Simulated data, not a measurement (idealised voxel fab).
voxel capacitor over wiring: a process module
Square cells of 5 nm make up the cross-section cut, whose width is 220 nm.
Notation: cross-section as square-cell grid; stated in bands, top first, going down; one or more cell rows per band.
Each band's line starts with the height of the band's top and of its bottom, in nm. Then come its materials from left to right, each with its width in nm. One material with "edge to edge" fills the band from edge to edge. "empty" is empty space.
Height reference: 0 = level under which incoming wafer is all one material. Lowest band: no bottom, runs on downward, e.g. "0 down".
When a width is written as two numbers, as in "30->40", the first number is the width in the top row of cells of the band and the second is the width in its bottom row, and the width changes by the same amount from each row to the next.
"no alterations made", as given for a step, is the statement that not any cell of the cross-section underwent a change during that step.
"Enclosed void inventory" specifies each empty space that is not open to the top and that occupies no fewer than 8 cells, using the form width x height at distance, the distance measured from the left edge and all three quantities in nm.
On each step's line, the part that comes after the settings is the simulator's own comment on the step.
overlay nm: on a step with a mask, how far right of its planned place the mask lay; negative means left.
[The steps planned for the process are as follows]
1: RECEIVE with material Si
2: CONFORMAL_DEP with material SiO2, thk nm 10
3: DIRECTIONAL_DEP with material TiN, thk nm 5
4: DIRECTIONAL_DEP with material Ru, thk nm 15
5: DIRECTIONAL_DEP with material aC, thk nm 15
6: PATTERN with tone cover, mask id METAL_1, material resist, width nm 30, pitch nm 90, thk nm 35, overlay nm 0
7: DIRECTIONAL_ETCH with etch materials aC, depth nm 15
8: STRIP with etch materials resist
9: DIRECTIONAL_ETCH with etch materials Ru, depth nm 15
10: DIRECTIONAL_ETCH with etch materials TiN, depth nm 5
11: STRIP with etch materials aC
12: CONFORMAL_DEP with material SiN, thk nm 5
13: FILL_DEP with material lowk, thk nm 5
14: CMP with height nm 30
15: CONFORMAL_DEP with material SiCN, thk nm 5
16: DIRECTIONAL_DEP with material SiO2, thk nm 10
17: PATTERN with tone open, mask id PLUG_1, material resist, width nm 15, thk nm 15, overlay nm 0
18: DIRECTIONAL_ETCH with etch materials SiO2, depth nm 10
19: DIRECTIONAL_ETCH with etch materials SiCN, depth nm 5
20: STRIP with etch materials resist
21: CONFORMAL_DEP with material TiN, thk nm 5
22: FILL_DEP with material Cu, thk nm 5
23: CMP with height nm 45
24: DIRECTIONAL_DEP with material TiN, thk nm 10
25: DIRECTIONAL_DEP with material SiN, thk nm 5
26: DIRECTIONAL_DEP with material TiN, thk nm 5
27: MASKED_ETCH with tone cover, mask id UPPER_PLATE, width nm 65, etch materials TiN, depth nm 5, overlay nm 0
28: MASKED_ETCH with tone cover, mask id UPPER_PLATE, width nm 65, etch materials SiN, depth nm 5, overlay nm 0
29: DIRECTIONAL_DEP with material aC, thk nm 15
30: PATTERN with tone cover, mask id LOWER_PLATE, material resist, width nm 75, thk nm 35, overlay nm 0
31: DIRECTIONAL_ETCH with etch materials aC, depth nm 15
32: STRIP with etch materials resist
33: DIRECTIONAL_ETCH with etch materials TiN, depth nm 10
34: STRIP with etch materials aC
35: FILL_DEP with material SiO2, thk nm 15
36: CMP with height nm 75
37: MASKED_ETCH with tone open, mask id PLUG_2, width nm 15, etch materials SiO2, depth nm 10, overlay nm 0
38: CONFORMAL_DEP with material TiN, thk nm 5
39: FILL_DEP with material Ru, thk nm 5
40: CMP with height nm 75
41: CONFORMAL_DEP with material SiCN, thk nm 5
[First wafer out of two, processed as planned]
[This is the cross-section of the wafer as we received it, i.e. after step 1]
	0 down  Si edge to edge
	Enclosed void inventory: none
[Cross-section of the wafer after step 2]
	10 to 0  SiO2 edge to edge
	Anything lower than 0 is untouched.
[Cross-section of the wafer after step 3]
	15 to 10  TiN edge to edge
	Anything lower than 10 is untouched.
[Cross-section of the wafer after step 4]
	30 to 15  Ru edge to edge
	Anything lower than 15 is untouched.
[Cross-section of the wafer after step 5]
	45 to 30  aC edge to edge
	Anything lower than 30 is untouched.
[Cross-section of the wafer after step 6]
	80 to 45  empty=50 | resist=30 | empty=60 | resist=30 | empty=50
	Anything lower than 45 is untouched.
[Cross-section of the wafer after step 7]
	65 to 45  empty=50 | resist=30 | empty=60 | resist=30 | empty=50
	45 to 30  empty=50 | aC=30 | empty=60 | aC=30 | empty=50
	Anything lower than 30 is untouched.
[Cross-section of the wafer after step 8]
	45 to 30  empty=50 | aC=30 | empty=60 | aC=30 | empty=50
	Anything lower than 30 is untouched.
[Cross-section of the wafer after step 9]
	45 to 30  empty=50 | aC=30 | empty=60 | aC=30 | empty=50
	30 to 15  empty=50 | Ru=30 | empty=60 | Ru=30 | empty=50
	Anything lower than 15 is untouched.
[Cross-section of the wafer after step 10]
	45 to 30  empty=50 | aC=30 | empty=60 | aC=30 | empty=50
	30 to 15  empty=50 | Ru=30 | empty=60 | Ru=30 | empty=50
	15 to 10  empty=50 | TiN=30 | empty=60 | TiN=30 | empty=50
	Anything lower than 10 is untouched.
[Cross-section of the wafer after step 11]
	30 to 15  empty=50 | Ru=30 | empty=60 | Ru=30 | empty=50
	Anything lower than 15 is untouched.
[Cross-section of the wafer after step 12]
	35 to 30  empty=45 | SiN=40 | empty=50 | SiN=40 | empty=45
	30 to 15  empty=45 | SiN=5 | Ru=30 | SiN=5 | empty=50 | SiN=5 | Ru=30 | SiN=5 | empty=45
	15 to 10  SiN=50 | TiN=30 | SiN=60 | TiN=30 | SiN=50
	Anything lower than 10 is untouched.
[Cross-section of the wafer after step 13]
	40 to 35  lowk edge to edge
	35 to 30  lowk=45 | SiN=40 | lowk=50 | SiN=40 | lowk=45
	30 to 15  lowk=45 | SiN=5 | Ru=30 | SiN=5 | lowk=50 | SiN=5 | Ru=30 | SiN=5 | lowk=45
	Anything lower than 15 is untouched.
[Cross-section of the wafer after step 14]
	30 to 15  lowk=45 | SiN=5 | Ru=30 | SiN=5 | lowk=50 | SiN=5 | Ru=30 | SiN=5 | lowk=45
	Anything lower than 15 is untouched.
[Cross-section of the wafer after step 15]
	35 to 30  SiCN edge to edge
	Anything lower than 30 is untouched.
[Cross-section of the wafer after step 16]
	45 to 35  SiO2 edge to edge
	Anything lower than 35 is untouched.
[Cross-section of the wafer after step 17]
	60 to 45  resist=65 | empty=15 | resist=140
	Anything lower than 45 is untouched.
[Cross-section of the wafer after step 18]
	60 to 45  resist=65 | empty=15 | resist=140
	45 to 35  SiO2=65 | empty=15 | SiO2=140
	Anything lower than 35 is untouched.
[Cross-section of the wafer after step 19]
	60 to 45  resist=65 | empty=15 | resist=140
	45 to 35  SiO2=65 | empty=15 | SiO2=140
	35 to 30  SiCN=65 | empty=15 | SiCN=140
	Anything lower than 30 is untouched.
[Cross-section of the wafer after step 20]
	45 to 35  SiO2=65 | empty=15 | SiO2=140
	Anything lower than 35 is untouched.
[Cross-section of the wafer after step 21]
	50 to 45  TiN=70 | empty=5 | TiN=145
	45 to 35  SiO2=65 | TiN=5 | empty=5 | TiN=5 | SiO2=140
	35 to 30  SiCN=65 | TiN=15 | SiCN=140
	Anything lower than 30 is untouched.
[Cross-section of the wafer after step 22]
	55 to 50  Cu edge to edge
	50 to 45  TiN=70 | Cu=5 | TiN=145
	45 to 35  SiO2=65 | TiN=5 | Cu=5 | TiN=5 | SiO2=140
	Anything lower than 35 is untouched.
[Cross-section of the wafer after step 23]
	45 to 35  SiO2=65 | TiN=5 | Cu=5 | TiN=5 | SiO2=140
	Anything lower than 35 is untouched.
[Cross-section of the wafer after step 24]
	55 to 45  TiN edge to edge
	Anything lower than 45 is untouched.
[Cross-section of the wafer after step 25]
	60 to 55  SiN edge to edge
	Anything lower than 55 is untouched.
[Cross-section of the wafer after step 26]
	65 to 60  TiN edge to edge
	Anything lower than 60 is untouched.
[Cross-section of the wafer after step 27]
	65 to 60  empty=65 | TiN=65 | empty=90
	Anything lower than 60 is untouched.
[Cross-section of the wafer after step 28]
	65 to 60  empty=65 | TiN=65 | empty=90
	60 to 55  empty=65 | SiN=65 | empty=90
	Anything lower than 55 is untouched.
[Cross-section of the wafer after step 29]
	80 to 70  empty=65 | aC=65 | empty=90
	70 to 65  aC edge to edge
	65 to 60  aC=65 | TiN=65 | aC=90
	60 to 55  aC=65 | SiN=65 | aC=90
	Anything lower than 55 is untouched.
[Cross-section of the wafer after step 30]
	115 to 80  empty=60 | resist=75 | empty=85
	80 to 70  empty=60 | resist=5 | aC=65 | resist=5 | empty=85
	Anything lower than 70 is untouched.
[Cross-section of the wafer after step 31]
	100 to 80  empty=60 | resist=75 | empty=85
	80 to 70  empty=60 | resist=5 | aC=65 | resist=5 | empty=85
	70 to 65  empty=60 | aC=75 | empty=85
	65 to 60  empty=60 | aC=5 | TiN=65 | aC=5 | empty=85
	60 to 55  empty=60 | aC=5 | SiN=65 | aC=5 | empty=85
	Anything lower than 55 is untouched.
[Cross-section of the wafer after step 32]
	80 to 70  empty=65 | aC=65 | empty=90
	Anything lower than 70 is untouched.
[Cross-section of the wafer after step 33]
	80 to 70  empty=65 | aC=65 | empty=90
	70 to 65  empty=60 | aC=75 | empty=85
	65 to 60  empty=60 | aC=5 | TiN=65 | aC=5 | empty=85
	60 to 55  empty=60 | aC=5 | SiN=65 | aC=5 | empty=85
	55 to 45  empty=60 | TiN=75 | empty=85
	Anything lower than 45 is untouched.
[Cross-section of the wafer after step 34]
	65 to 60  empty=65 | TiN=65 | empty=90
	60 to 55  empty=65 | SiN=65 | empty=90
	Anything lower than 55 is untouched.
[Cross-section of the wafer after step 35]
	80 to 65  SiO2 edge to edge
	65 to 60  SiO2=65 | TiN=65 | SiO2=90
	60 to 55  SiO2=65 | SiN=65 | SiO2=90
	55 to 45  SiO2=60 | TiN=75 | SiO2=85
	Anything lower than 45 is untouched.
[Cross-section of the wafer after step 36]
	75 to 65  SiO2 edge to edge
	Anything lower than 65 is untouched.
[Cross-section of the wafer after step 37]
	75 to 65  SiO2=75 | empty=15 | SiO2=130
	Anything lower than 65 is untouched.
[Cross-section of the wafer after step 38]
	80 to 75  TiN=80 | empty=5 | TiN=135
	75 to 70  SiO2=75 | TiN=5 | empty=5 | TiN=5 | SiO2=130
	70 to 60  SiO2=75->65 | TiN=15->65 | SiO2=130->90
	Anything lower than 60 is untouched.
[Cross-section of the wafer after step 39]
	85 to 80  Ru edge to edge
	80 to 75  TiN=80 | Ru=5 | TiN=135
	75 to 70  SiO2=75 | TiN=5 | Ru=5 | TiN=5 | SiO2=130
	Anything lower than 70 is untouched.
[Cross-section of the wafer after step 40]
	75 to 70  SiO2=75 | TiN=5 | Ru=5 | TiN=5 | SiO2=130
	Anything lower than 70 is untouched.
[Cross-section of the wafer after step 41]
	80 to 75  SiCN edge to edge
	Anything lower than 75 is untouched.
[Here the second wafer is described. Its start and its plan were those of the first wafer. Its run contained one mistake. Up to and including step 25, it did exactly what the first wafer did]
Second wafer, section view, time point: scheduled end of step 26: no alterations made
Second wafer, section view, time point: scheduled end of step 27: no alterations made
[Second wafer, section view, time point: scheduled end of step 28]
	60 to 55  empty=65 | SiN=65 | empty=90
	Anything lower than 55 is untouched.
[Second wafer, section view, time point: scheduled end of step 29]
	75 to 70  empty=65 | aC=65 | empty=90
	70 to 60  aC edge to edge
	60 to 55  aC=65 | SiN=65 | aC=90
	Anything lower than 55 is untouched.
[Second wafer, section view, time point: scheduled end of step 30]
	110 to 75  empty=60 | resist=75 | empty=85
	75 to 70  empty=60 | resist=5 | aC=65 | resist=5 | empty=85
	Anything lower than 70 is untouched.
[Second wafer, section view, time point: scheduled end of step 31]
	95 to 75  empty=60 | resist=75 | empty=85
	75 to 70  empty=60 | resist=5 | aC=65 | resist=5 | empty=85
	70 to 60  empty=60 | aC=75 | empty=85
	60 to 55  empty=60 | aC=5 | SiN=65 | aC=5 | empty=85
	Anything lower than 55 is untouched.
[Second wafer, section view, time point: scheduled end of step 32]
	75 to 70  empty=65 | aC=65 | empty=90
	Anything lower than 70 is untouched.
[Second wafer, section view, time point: scheduled end of step 33]
	75 to 70  empty=65 | aC=65 | empty=90
	70 to 60  empty=60 | aC=75 | empty=85
	60 to 55  empty=60 | aC=5 | SiN=65 | aC=5 | empty=85
	55 to 45  empty=60 | TiN=75 | empty=85
	Anything lower than 45 is untouched.
[Second wafer, section view, time point: scheduled end of step 34]
	60 to 55  empty=65 | SiN=65 | empty=90
	Anything lower than 55 is untouched.
[Second wafer, section view, time point: scheduled end of step 35]
	75 to 60  SiO2 edge to edge
	60 to 55  SiO2=65 | SiN=65 | SiO2=90
	55 to 45  SiO2=60 | TiN=75 | SiO2=85
	Anything lower than 45 is untouched.
Second wafer, section view, time point: scheduled end of step 36: no alterations made
[Second wafer, section view, time point: scheduled end of step 37]
	75 to 65  SiO2=75 | empty=15 | SiO2=130
	Anything lower than 65 is untouched.
[Second wafer, section view, time point: scheduled end of step 38]
	80 to 75  TiN=80 | empty=5 | TiN=135
	75 to 70  SiO2=75 | TiN=5 | empty=5 | TiN=5 | SiO2=130
	70 to 65  SiO2=75 | TiN=15 | SiO2=130
	Anything lower than 65 is untouched.
[Second wafer, section view, time point: scheduled end of step 39]
	85 to 80  Ru edge to edge
	80 to 75  TiN=80 | Ru=5 | TiN=135
	75 to 70  SiO2=75 | TiN=5 | Ru=5 | TiN=5 | SiO2=130
	Anything lower than 70 is untouched.
[Second wafer, section view, time point: scheduled end of step 40]
	75 to 70  SiO2=75 | TiN=5 | Ru=5 | TiN=5 | SiO2=130
	Anything lower than 70 is untouched.
[Second wafer, section view, time point: scheduled end of step 41]
	80 to 75  SiCN edge to edge
	Anything lower than 75 is untouched.
What was the processing mistake? the plan's step 26 was left out and never carried out
End of process, cell counts, second wafer against first, materials with more or fewer: 13 more of SiO2 | 13 fewer of TiN
